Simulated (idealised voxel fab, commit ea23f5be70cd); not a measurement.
Process module, titled voxel tone inversion
FYI the section here is cut, 175 nm wide, cells are 5 nm squares.
Notation: cross-section as square-cell grid; stated in bands, top first, going down; one or more cell rows per band.
This entry defines a band. It first specifies the height of the band's top and the height of its bottom in nm, and then specifies the band's materials from left to right, stating each material with its width in nm. The word "throughout" identifies a single material that fills the band from edge to edge, while the word "blank" identifies empty space.
For the purposes of this specification, 0 denotes the height below which the wafer in its as-received condition is composed wholly of one material, and the lowermost band, lacking a lower limit, extends downward without end, as expressed in "0 down".
The width entry "30->40" should be interpreted row by row: the top row of cells in the band takes the first number, the bottom row takes the second number, and the change between adjacent rows is uniform throughout.
"nothing was modified", as given for a step, is the statement that not any cell of the cross-section underwent a change during that step.
If an empty space has no open way to the top and is at least 8 cells in size, "Unvented internal voids" lists it, written width x height at distance, where distance is measured from the left edge and every value is in nm.
Where a step's line continues beyond its settings, the continuation is a remark by the simulator itself on that step.
What "overlay nm" on a step's line means: if the step has a mask, that mask lay this far to the right of its planned place, or, when the value is negative, to the left.

plan:
1: RECEIVE with material Si
2: CONFORMAL_DEP with material SiN, thk nm 5
3: DIRECTIONAL_DEP with material aC, thk nm 15
4: PATTERN with tone cover, mask id POSTS, material resist, width nm 25, pitch nm 55, thk nm 20, overlay nm 0
5: DIRECTIONAL_ETCH with etch materials aC, depth nm 15
6: STRIP with etch materials resist
7: FILL_DEP with material lowk, thk nm 5
8: CMP with height nm 20
9: STRIP with etch materials aC
10: CONFORMAL_DEP with material TiN, thk nm 5
11: FILL_DEP with material Ru, thk nm 5
12: CMP with height nm 20
13: CONFORMAL_DEP with material SiCN, thk nm 5

The following pertains to the first of two wafers, which was processed as planned:

Wafer as received: cross-section following step 1:
0 down = Si throughout
Unvented internal voids: none

Upon completion of step 2, the wafer appears in cross-section as shown:
5 to 0 = SiN throughout
Below 0, no change.

Upon completion of step 3, the wafer appears in cross-section as shown:
20 to 5 = aC throughout
Below 5, no change.

Upon completion of step 4, the wafer appears in cross-section as shown:
40 to 20 = 20 of blank / 25 of resist / 30 of blank / 25 of resist / 30 of blank / 25 of resist / 20 of blank
Below 20, no change.

Upon completion of step 5, the wafer appears in cross-section as shown:
25 to 20 = 20 of blank / 25 of resist / 30 of blank / 25 of resist / 30 of blank / 25 of resist / 20 of blank
20 to 5 = 20 of blank / 25 of aC / 30 of blank / 25 of aC / 30 of blank / 25 of aC / 20 of blank
Below 5, no change.

Upon completion of step 6, the wafer appears in cross-section as shown:
20 to 5 = 20 of blank / 25 of aC / 30 of blank / 25 of aC / 30 of blank / 25 of aC / 20 of blank
Below 5, no change.

Upon completion of step 7, the wafer appears in cross-section as shown:
25 to 20 = lowk throughout
20 to 5 = 20 of lowk / 25 of aC / 30 of lowk / 25 of aC / 30 of lowk / 25 of aC / 20 of lowk
Below 5, no change.

Upon completion of step 8, the wafer appears in cross-section as shown:
20 to 5 = 20 of lowk / 25 of aC / 30 of lowk / 25 of aC / 30 of lowk / 25 of aC / 20 of lowk
Below 5, no change.

Upon completion of step 9, the wafer appears in cross-section as shown:
20 to 5 = 20 of lowk / 25 of blank / 30 of lowk / 25 of blank / 30 of lowk / 25 of blank / 20 of lowk
Below 5, no change.

Upon completion of step 10, the wafer appears in cross-section as shown:
25 to 20 = 25 of TiN / 15 of blank / 40 of TiN / 15 of blank / 40 of TiN / 15 of blank / 25 of TiN
20 to 10 = 20 of lowk / 5 of TiN / 15 of blank / 5 of TiN / 30 of lowk / 5 of TiN / 15 of blank / 5 of TiN / 30 of lowk / 5 of TiN / 15 of blank / 5 of TiN / 20 of lowk
10 to 5 = 20 of lowk / 25 of TiN / 30 of lowk / 25 of TiN / 30 of lowk / 25 of TiN / 20 of lowk
Below 5, no change.

Upon completion of step 11, the wafer appears in cross-section as shown:
30 to 25 = Ru throughout
25 to 20 = 25 of TiN / 15 of Ru / 40 of TiN / 15 of Ru / 40 of TiN / 15 of Ru / 25 of TiN
20 to 10 = 20 of lowk / 5 of TiN / 15 of Ru / 5 of TiN / 30 of lowk / 5 of TiN / 15 of Ru / 5 of TiN / 30 of lowk / 5 of TiN / 15 of Ru / 5 of TiN / 20 of lowk
Below 10, no change.

Upon completion of step 12, the wafer appears in cross-section as shown:
20 to 10 = 20 of lowk / 5 of TiN / 15 of Ru / 5 of TiN / 30 of lowk / 5 of TiN / 15 of Ru / 5 of TiN / 30 of lowk / 5 of TiN / 15 of Ru / 5 of TiN / 20 of lowk
Below 10, no change.

Upon completion of step 13, the wafer appears in cross-section as shown:
25 to 20 = SiCN throughout
Below 20, no change.

The Second Wafer: Common Origin and Plan, One Mistake in Execution, Identical to the First Through Step 1:

Second wafer, cross-section, planned end of step 2: nothing was modified

Second wafer, cross-section, planned end of step 3:
15 to 0 = aC throughout
Below 0, no change.

Second wafer, cross-section, planned end of step 4:
35 to 15 = 20 of blank / 25 of resist / 30 of blank / 25 of resist / 30 of blank / 25 of resist / 20 of blank
Below 15, no change.

Second wafer, cross-section, planned end of step 5:
20 to 15 = 20 of blank / 25 of resist / 30 of blank / 25 of resist / 30 of blank / 25 of resist / 20 of blank
15 to 0 = 20 of blank / 25 of aC / 30 of blank / 25 of aC / 30 of blank / 25 of aC / 20 of blank
Below 0, no change.

Second wafer, cross-section, planned end of step 6:
15 to 0 = 20 of blank / 25 of aC / 30 of blank / 25 of aC / 30 of blank / 25 of aC / 20 of blank
Below 0, no change.

Second wafer, cross-section, planned end of step 7:
20 to 15 = lowk throughout
15 to 0 = 20 of lowk / 25 of aC / 30 of lowk / 25 of aC / 30 of lowk / 25 of aC / 20 of lowk
Below 0, no change.

Second wafer, cross-section, planned end of step 8: nothing was modified

Second wafer, cross-section, planned end of step 9: nothing was modified

Second wafer, cross-section, planned end of step 10:
25 to 20 = TiN throughout
Below 20, no change.

Second wafer, cross-section, planned end of step 11:
30 to 25 = Ru throughout
Below 25, no change.

Second wafer, cross-section, planned end of step 12:
20 to 15 = lowk throughout
Below 15, no change.

Second wafer, cross-section, planned end of step 13:
25 to 20 = SiCN throughout
Below 20, no change.
What broke from the plan during processing? plan step 2 skipped
Heads up, by the end the second wafer has more or fewer cells of some materials compared to the first: -18 Ru | -35 SiN | -27 TiN | +45 aC | +35 lowk
